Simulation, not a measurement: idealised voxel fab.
The process module that follows is named voxel self aligned contacts.
Xsec cut, 295 nm wide, square cell size 5 nm.
Cross-sections here: square-cell grids, written as top-down lists of bands, a band being one or more rows of cells. Band entry format. Leading values: height of top, height of bottom, nm. Remainder: materials in left-to-right order, each with its width in nm. Special words: "full width" on a single material, which then fills the band edge to edge; "empty", empty space. Note: height 0 marks the level under which the wafer is uniformly one material as received. Lowest band unbounded below, written "top 0, no bottom". The width entry "30 to 40" should be interpreted row by row: the top row of cells in the band takes the first number, the bottom row takes the second number, and the change between adjacent rows is uniform throughout. When a step is marked "left unchanged", none of the cells in the cross-section changed during that step. For the entry "Listed closed voids", the listed items are empty spaces with no open way to the top whose size is 8 cells or more; each item follows the pattern width x height at distance, where distance is from the left edge and all three are in nm. after a step's settings: what the simulator itself notes on the step. Among the settings permitted on a step's line is "overlay nm"; applied to a step with a mask, it specifies the extent to which the mask lay to the right of its planned position, whereas a negative figure signifies a position to the left.
## So here's the lineup of process steps we planned
1: RECEIVE [material Si]
2: CONFORMAL_DEP [material SiO2] [thk nm 5]
3: DIRECTIONAL_DEP [material polySi] [thk nm 25]
4: DIRECTIONAL_DEP [material SiN] [thk nm 20]
5: PATTERN [tone cover] [mask id GATE] [material resist] [width nm 30] [pitch nm 75] [thk nm 15] [overlay nm 0]
6: DIRECTIONAL_ETCH [etch materials SiN] [depth nm 20]
7: DIRECTIONAL_ETCH [etch materials polySi] [depth nm 25]
8: STRIP [etch materials resist]
9: CONFORMAL_DEP [material SiN] [thk nm 10]
10: DIRECTIONAL_ETCH [etch materials SiN] [depth nm 10]
11: FILL_DEP [material SiO2] [thk nm 15]
12: CMP [height nm 55]
13: MASKED_ETCH [tone open] [mask id CONTACT] [width nm 55] [etch materials SiO2] [depth nm 55] [overlay nm 0]
14: CONFORMAL_DEP [material TiN] [thk nm 5]
15: FILL_DEP [material Ru] [thk nm 5]
16: CMP [height nm 55]
17: CONFORMAL_DEP [material SiN] [thk nm 5]
## The first of the two wafers, which ran as planned
## Here's what the wafer looked like in cross-section when it arrived - that's after step 1
	top 0, no bottom | Si full width
	Listed closed voids: none
## After step 2: wafer cross-section
	top 5, bottom 0 | SiO2 full width
	Anything lower than 0 is untouched.
## After step 3: wafer cross-section
	top 30, bottom 5 | polySi full width
	Anything lower than 5 is untouched.
## After step 4: wafer cross-section
	top 50, bottom 30 | SiN full width
	Anything lower than 30 is untouched.
## After step 5: wafer cross-section
	top 65, bottom 50 | empty 95 nm | resist 30 nm | empty 45 nm | resist 30 nm | empty 95 nm
	Anything lower than 50 is untouched.
## After step 6: wafer cross-section
	top 65, bottom 50 | empty 95 nm | resist 30 nm | empty 45 nm | resist 30 nm | empty 95 nm
	top 50, bottom 30 | empty 95 nm | SiN 30 nm | empty 45 nm | SiN 30 nm | empty 95 nm
	Anything lower than 30 is untouched.
## After step 7: wafer cross-section
	top 65, bottom 50 | empty 95 nm | resist 30 nm | empty 45 nm | resist 30 nm | empty 95 nm
	top 50, bottom 30 | empty 95 nm | SiN 30 nm | empty 45 nm | SiN 30 nm | empty 95 nm
	top 30, bottom 5 | empty 95 nm | polySi 30 nm | empty 45 nm | polySi 30 nm | empty 95 nm
	Anything lower than 5 is untouched.
## After step 8: wafer cross-section
	top 50, bottom 30 | empty 95 nm | SiN 30 nm | empty 45 nm | SiN 30 nm | empty 95 nm
	Anything lower than 30 is untouched.
## After step 9: wafer cross-section
	top 60, bottom 30 | empty 85 nm | SiN 50 nm | empty 25 nm | SiN 50 nm | empty 85 nm
	top 30, bottom 15 | empty 85 nm | SiN 10 nm | polySi 30 nm | SiN 10 nm | empty 25 nm | SiN 10 nm | polySi 30 nm | SiN 10 nm | empty 85 nm
	top 15, bottom 5 | SiN 95 nm | polySi 30 nm | SiN 45 nm | polySi 30 nm | SiN 95 nm
	Anything lower than 5 is untouched.
## After step 10: wafer cross-section
	top 50, bottom 30 | empty 85 nm | SiN 50 nm | empty 25 nm | SiN 50 nm | empty 85 nm
	top 30, bottom 5 | empty 85 nm | SiN 10 nm | polySi 30 nm | SiN 10 nm | empty 25 nm | SiN 10 nm | polySi 30 nm | SiN 10 nm | empty 85 nm
	Anything lower than 5 is untouched.
## After step 11: wafer cross-section
	top 65, bottom 50 | SiO2 full width
	top 50, bottom 30 | SiO2 85 nm | SiN 50 nm | SiO2 25 nm | SiN 50 nm | SiO2 85 nm
	top 30, bottom 5 | SiO2 85 nm | SiN 10 nm | polySi 30 nm | SiN 10 nm | SiO2 25 nm | SiN 10 nm | polySi 30 nm | SiN 10 nm | SiO2 85 nm
	Anything lower than 5 is untouched.
## After step 12: wafer cross-section
	top 55, bottom 50 | SiO2 full width
	Anything lower than 50 is untouched.
## After step 13: wafer cross-section
	top 55, bottom 50 | SiO2 120 nm | empty 55 nm | SiO2 120 nm
	top 50, bottom 30 | SiO2 85 nm | SiN 50 nm | empty 25 nm | SiN 50 nm | SiO2 85 nm
	top 30, bottom 5 | SiO2 85 nm | SiN 10 nm | polySi 30 nm | SiN 10 nm | empty 25 nm | SiN 10 nm | polySi 30 nm | SiN 10 nm | SiO2 85 nm
	top 5, bottom 0 | SiO2 135 nm | empty 25 nm | SiO2 135 nm
	Anything lower than 0 is untouched.
## After step 14: wafer cross-section
	top 60, bottom 55 | TiN 125 nm | empty 45 nm | TiN 125 nm
	top 55, bottom 50 | SiO2 120 nm | TiN 20 nm | empty 15 nm | TiN 20 nm | SiO2 120 nm
	top 50, bottom 30 | SiO2 85 nm | SiN 50 nm | TiN 5 nm | empty 15 nm | TiN 5 nm | SiN 50 nm | SiO2 85 nm
	top 30, bottom 5 | SiO2 85 nm | SiN 10 nm | polySi 30 nm | SiN 10 nm | TiN 5 nm | empty 15 nm | TiN 5 nm | SiN 10 nm | polySi 30 nm | SiN 10 nm | SiO2 85 nm
	top 5, bottom 0 | SiO2 135 nm | TiN 25 nm | SiO2 135 nm
	Anything lower than 0 is untouched.
## After step 15: wafer cross-section
	top 65, bottom 60 | Ru full width
	top 60, bottom 55 | TiN 125 nm | Ru 45 nm | TiN 125 nm
	top 55, bottom 50 | SiO2 120 nm | TiN 20 nm | Ru 15 nm | TiN 20 nm | SiO2 120 nm
	top 50, bottom 30 | SiO2 85 nm | SiN 50 nm | TiN 5 nm | Ru 15 nm | TiN 5 nm | SiN 50 nm | SiO2 85 nm
	top 30, bottom 5 | SiO2 85 nm | SiN 10 nm | polySi 30 nm | SiN 10 nm | TiN 5 nm | Ru 15 nm | TiN 5 nm | SiN 10 nm | polySi 30 nm | SiN 10 nm | SiO2 85 nm
	Anything lower than 5 is untouched.
## After step 16: wafer cross-section
	top 55, bottom 50 | SiO2 120 nm | TiN 20 nm | Ru 15 nm | TiN 20 nm | SiO2 120 nm
	Anything lower than 50 is untouched.
## After step 17: wafer cross-section
	top 60, bottom 55 | SiN full width
	Anything lower than 55 is untouched.
## Wafer two. Same start, same plan, one slip in execution. Same as wafer one through step 8, inclusive
What the second wafer looks like in cross-section when step 9 should have wrapped up: left unchanged
## What the second wafer looks like in cross-section when step 10 should have wrapped up
	top 40, bottom 30 | empty 95 nm | SiN 30 nm | empty 45 nm | SiN 30 nm | empty 95 nm
	Anything lower than 30 is untouched.
## What the second wafer looks like in cross-section when step 11 should have wrapped up
	top 55, bottom 40 | SiO2 full width
	top 40, bottom 30 | SiO2 95 nm | SiN 30 nm | SiO2 45 nm | SiN 30 nm | SiO2 95 nm
	top 30, bottom 5 | SiO2 95 nm | polySi 30 nm | SiO2 45 nm | polySi 30 nm | SiO2 95 nm
	Anything lower than 5 is untouched.
What the second wafer looks like in cross-section when step 12 should have wrapped up: left unchanged
## What the second wafer looks like in cross-section when step 13 should have wrapped up
	top 55, bottom 40 | SiO2 120 nm | empty 55 nm | SiO2 120 nm
	top 40, bottom 30 | SiO2 95 nm | SiN 30 nm | empty 45 nm | SiN 30 nm | SiO2 95 nm
	top 30, bottom 5 | SiO2 95 nm | polySi 30 nm | empty 45 nm | polySi 30 nm | SiO2 95 nm
	top 5, bottom 0 | SiO2 125 nm | empty 45 nm | SiO2 125 nm
	Anything lower than 0 is untouched.
## What the second wafer looks like in cross-section when step 14 should have wrapped up
	top 60, bottom 55 | TiN 125 nm | empty 45 nm | TiN 125 nm
	top 55, bottom 45 | SiO2 120 nm | TiN 5 nm | empty 45 nm | TiN 5 nm | SiO2 120 nm
	top 45, bottom 40 | SiO2 120 nm | TiN 10 nm | empty 35 nm | TiN 10 nm | SiO2 120 nm
	top 40, bottom 30 | SiO2 95 nm | SiN 30 nm | TiN 5 nm | empty 35 nm | TiN 5 nm | SiN 30 nm | SiO2 95 nm
	top 30, bottom 5 | SiO2 95 nm | polySi 30 nm | TiN 5 nm | empty 35 nm | TiN 5 nm | polySi 30 nm | SiO2 95 nm
	top 5, bottom 0 | SiO2 125 nm | TiN 45 nm | SiO2 125 nm
	Anything lower than 0 is untouched.
## What the second wafer looks like in cross-section when step 15 should have wrapped up
	top 65, bottom 60 | Ru full width
	top 60, bottom 55 | TiN 125 nm | Ru 45 nm | TiN 125 nm
	top 55, bottom 45 | SiO2 120 nm | TiN 5 nm | Ru 45 nm | TiN 5 nm | SiO2 120 nm
	top 45, bottom 40 | SiO2 120 nm | TiN 10 nm | Ru 35 nm | TiN 10 nm | SiO2 120 nm
	top 40, bottom 30 | SiO2 95 nm | SiN 30 nm | TiN 5 nm | Ru 35 nm | TiN 5 nm | SiN 30 nm | SiO2 95 nm
	top 30, bottom 5 | SiO2 95 nm | polySi 30 nm | TiN 5 nm | Ru 35 nm | TiN 5 nm | polySi 30 nm | SiO2 95 nm
	Anything lower than 5 is untouched.
## What the second wafer looks like in cross-section when step 16 should have wrapped up
	top 55, bottom 45 | SiO2 120 nm | TiN 5 nm | Ru 45 nm | TiN 5 nm | SiO2 120 nm
	Anything lower than 45 is untouched.
## What the second wafer looks like in cross-section when step 17 should have wrapped up
	top 60, bottom 55 | SiN full width
	Anything lower than 55 is untouched.
What was the processing mistake? plan step 9 skipped
The closing comparison, in cells, has the second wafer with more or fewer of some materials than the first: 44 more of Ru | 96 fewer of SiN | 52 more of SiO2
